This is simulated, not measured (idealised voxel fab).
process module | voxel air gaps
cross-section cut | 175 nm wide | cells 5 nm
A cross-section is a grid of square cells, given in bands from the top down. A band is one or more rows of cells.
Each band's line starts with the height of the band's top and of its bottom, in nm. Then come its materials from left to right, each with its width in nm. One material with "throughout" fills the band from edge to edge. "air" is empty space.
Height 0 is the level under which the wafer as received is all one material. The lowest band goes on downwards, as in "0 down".
A width such as "30 to 40" changes by the same amount from each row of cells to the next, from the band's top row to its bottom row.
"no change" after a step means that no cell of the cross-section changed.
closed voids: empty space of 8 cells or more with no open way to the top, each as width x height at its distance from the left edge, in nm
after a step's settings: what the simulator itself notes on the step
overlay nm, on a step with a mask: how far to the right of its planned place the mask lay; to the left if negative
plan
1 op RECEIVE | material Si
2 op CONFORMAL_DEP | material SiO2 | thk nm 15
3 op CONFORMAL_DEP | material SiCN | thk nm 5
4 op DIRECTIONAL_DEP | material SiO2 | thk nm 30
5 op MASKED_ETCH | tone open | mask id LINES | width nm 20 | pitch nm 45 | etch materials SiO2 | depth nm 30 | overlay nm -15
6 op CONFORMAL_DEP | material TiN | thk nm 5
7 op FILL_DEP | material Cu | thk nm 10
8 op CMP | height nm 50
9 op EPI | material Ru | thk nm 10
10 op SELECTIVE_ETCH | etch materials SiO2 | depth nm 40
11 op CONFORMAL_DEP | material SiCN | thk nm 5
varied across the wafers: overlay nm of step 5. The plan shows the first wafer's value. All wafers start alike
first wafer as received, after step 1
  0 down: Si throughout
  closed voids: none
each wafer at the end: cells of each material gained (+) or lost (-) since it was received, then its closed voids
overlay nm -15 | +30 Cu | +48 Ru | +134 SiCN | +105 SiO2 | +42 TiN | closed voids: 10 x 20 at 0; 15 x 20 at 40; 15 x 20 at 85
overlay nm -10 | +30 Cu | +48 Ru | +134 SiCN | +105 SiO2 | +42 TiN | closed voids: 15 x 20 at 45; 15 x 20 at 90
overlay nm -5 | +30 Cu | +48 Ru | +134 SiCN | +105 SiO2 | +42 TiN | closed voids: 15 x 20 at 50; 15 x 20 at 95
overlay nm 0 | +30 Cu | +48 Ru | +134 SiCN | +105 SiO2 | +42 TiN | closed voids: 15 x 20 at 55; 15 x 20 at 100
overlay nm 5 | +30 Cu | +48 Ru | +134 SiCN | +105 SiO2 | +42 TiN | closed voids: 15 x 20 at 60; 15 x 20 at 105
overlay nm 10 | +30 Cu | +48 Ru | +134 SiCN | +105 SiO2 | +42 TiN | closed voids: 15 x 20 at 65; 15 x 20 at 110
overlay nm 15 | +30 Cu | +48 Ru | +134 SiCN | +105 SiO2 | +42 TiN | closed voids: 15 x 20 at 70; 15 x 20 at 115
